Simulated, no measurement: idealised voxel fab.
A process module follows: voxel capacitor over wiring.
This is section cut - it's 290 nm across, gridded in 5 nm square cells.
How to read a cross-section here: the picture is a grid of square cells, written as bands going from the top down, and any band can span one or more rows of cells.
Band entry format. Leading values: height of top, height of bottom, nm. Remainder: materials in left-to-right order, each with its width in nm. Special words: "edge to edge" on a single material, which then fills the band edge to edge; "air", empty space.
Beneath 0, the wafer as received is one material, and that level is where height counting begins. The lowest band goes on downward without a bottom; it is written like "z 0 and below".
When a width is written as two numbers, as in "30..40", the first number is the width in the top row of cells of the band and the second is the width in its bottom row, and the width changes by the same amount from each row to the next.
"no alteration" means the step left every cell of the cross-section as it was.
For the entry "Sealed-off cavities", the listed items are empty spaces with no open way to the top whose size is 8 cells or more; each item follows the pattern width x height at distance, where distance is from the left edge and all three are in nm.
What comes after the settings on a step's line is commentary from the simulator itself on that step.
Steps that use a mask can have "overlay nm" on their line. It says how far the mask sat to the right of where it was meant to be. Negative means to the left.
**The following list gives the planned process steps**
- 1: RECEIVE: material Si
- 2: CONFORMAL_DEP: material SiO2, thk nm 15
- 3: DIRECTIONAL_DEP: material TiN, thk nm 5
- 4: DIRECTIONAL_DEP: material Ru, thk nm 20
- 5: DIRECTIONAL_DEP: material aC, thk nm 15
- 6: PATTERN: tone cover, mask id METAL_1, material resist, width nm 30, pitch nm 95, thk nm 35, overlay nm 0
- 7: DIRECTIONAL_ETCH: etch materials aC, depth nm 15
- 8: STRIP: etch materials resist
- 9: DIRECTIONAL_ETCH: etch materials Ru, depth nm 20
- 10: DIRECTIONAL_ETCH: etch materials TiN, depth nm 5
- 11: STRIP: etch materials aC
- 12: FILL_DEP: material lowk, thk nm 5
- 13: CMP: height nm 40
- 14: CONFORMAL_DEP: material SiCN, thk nm 5
- 15: DIRECTIONAL_DEP: material SiO2, thk nm 15
- 16: DIRECTIONAL_DEP: material aC, thk nm 10
- 17: PATTERN: tone open, mask id PLUG_1, material resist, width nm 15, thk nm 25, overlay nm 0
- 18: DIRECTIONAL_ETCH: etch materials aC, depth nm 10
- 19: STRIP: etch materials resist
- 20: DIRECTIONAL_ETCH: etch materials SiO2, depth nm 15
- 21: DIRECTIONAL_ETCH: etch materials SiCN, depth nm 5
- 22: STRIP: etch materials aC
- 23: CONFORMAL_DEP: material TiN, thk nm 5
- 24: FILL_DEP: material Cu, thk nm 10
- 25: CMP: height nm 60
- 26: DIRECTIONAL_DEP: material TiN, thk nm 10
- 27: DIRECTIONAL_DEP: material Al2O3, thk nm 5
- 28: DIRECTIONAL_DEP: material TiN, thk nm 10
- 29: PATTERN: tone cover, mask id UPPER_PLATE, material resist, width nm 70, thk nm 15, overlay nm -15
- 30: DIRECTIONAL_ETCH: etch materials TiN, depth nm 10
- 31: DIRECTIONAL_ETCH: etch materials Al2O3, depth nm 5
- 32: STRIP: etch materials resist
- 33: MASKED_ETCH: tone cover, mask id LOWER_PLATE, width nm 80, etch materials TiN, depth nm 10, overlay nm 0
- 34: FILL_DEP: material SiO2, thk nm 20
- 35: CMP: height nm 100
- 36: MASKED_ETCH: tone open, mask id PLUG_2, width nm 15, etch materials SiO2, depth nm 15, overlay nm 0
- 37: CONFORMAL_DEP: material TiN, thk nm 5
- 38: FILL_DEP: material W, thk nm 10
- 39: CMP: height nm 100
- 40: CONFORMAL_DEP: material SiN, thk nm 5
Among the wafers covered here, the point of difference is the overlay nm at step 29; their starting state is shared, and the plan presents the value of the first wafer.
**The as-received cross-section of the first of several wafers corresponds to the state after step 1**
	z 0 and below | Si edge to edge
	Sealed-off cavities: none
**The cross-section of the first of several wafers is given below for the end of the module, after its final step, step 40**
	z 105 to 100 | SiN edge to edge
	z 100 to 90 | 105 SiO2, 5 TiN, 5 W, 5 TiN, 170 SiO2
	z 90 to 85 | 105 SiO2, 15 TiN, 170 SiO2
	z 85 to 75 | 90 SiO2, 60 TiN, 140 SiO2
	z 75 to 70 | 80 SiO2, 70 Al2O3, 140 SiO2
	z 70 to 60 | 80 SiO2, 90 TiN, 120 SiO2
	z 60 to 45 | 95 SiO2, 5 TiN, 5 Cu, 5 TiN, 180 SiO2
	z 45 to 40 | 95 SiCN, 15 TiN, 180 SiCN
	z 40 to 20 | 80 lowk, 30 Ru, 65 lowk, 30 Ru, 85 lowk
	z 20 to 15 | 80 lowk, 30 TiN, 65 lowk, 30 TiN, 85 lowk
	z 15 to 0 | SiO2 edge to edge
	z 0 and below | Si edge to edge
	Sealed-off cavities: none
**Module end, final wafer: cross-section**
	z 105 to 100 | SiN edge to edge
	z 100 to 90 | 105 SiO2, 5 TiN, 5 W, 5 TiN, 170 SiO2
	z 90 to 85 | 105 SiO2, 15 TiN, 170 SiO2
	z 85 to 75 | 110 SiO2, 60 TiN, 120 SiO2
	z 75 to 70 | 110 SiO2, 70 Al2O3, 110 SiO2
	z 70 to 60 | 90 SiO2, 90 TiN, 110 SiO2
	z 60 to 45 | 95 SiO2, 5 TiN, 5 Cu, 5 TiN, 180 SiO2
	z 45 to 40 | 95 SiCN, 15 TiN, 180 SiCN
	z 40 to 20 | 80 lowk, 30 Ru, 65 lowk, 30 Ru, 85 lowk
	z 20 to 15 | 80 lowk, 30 TiN, 65 lowk, 30 TiN, 85 lowk
	z 15 to 0 | SiO2 edge to edge
	z 0 and below | Si edge to edge
	Sealed-off cavities: none
**Wafer rows, end of module: cells per material gained (+) or lost (-) since receipt; closed voids last**
overlay nm -15 | +14 Al2O3 | +3 Cu | +48 Ru | +55 SiCN | +58 SiN | +720 SiO2 | +88 TiN | +2 W | +230 lowk | Sealed-off cavities: none
overlay nm -10 | +14 Al2O3 | +3 Cu | +48 Ru | +55 SiCN | +58 SiN | +720 SiO2 | +88 TiN | +2 W | +230 lowk | Sealed-off cavities: none
overlay nm -5 | +14 Al2O3 | +3 Cu | +48 Ru | +55 SiCN | +58 SiN | +720 SiO2 | +88 TiN | +2 W | +230 lowk | Sealed-off cavities: none
overlay nm 0 | +14 Al2O3 | +3 Cu | +48 Ru | +55 SiCN | +58 SiN | +720 SiO2 | +88 TiN | +2 W | +230 lowk | Sealed-off cavities: none
overlay nm 5 | +14 Al2O3 | +3 Cu | +48 Ru | +55 SiCN | +58 SiN | +720 SiO2 | +88 TiN | +2 W | +230 lowk | Sealed-off cavities: none
overlay nm 10 | +14 Al2O3 | +3 Cu | +48 Ru | +55 SiCN | +58 SiN | +720 SiO2 | +88 TiN | +2 W | +230 lowk | Sealed-off cavities: none
overlay nm 15 | +14 Al2O3 | +3 Cu | +48 Ru | +55 SiCN | +58 SiN | +720 SiO2 | +88 TiN | +2 W | +230 lowk | Sealed-off cavities: none
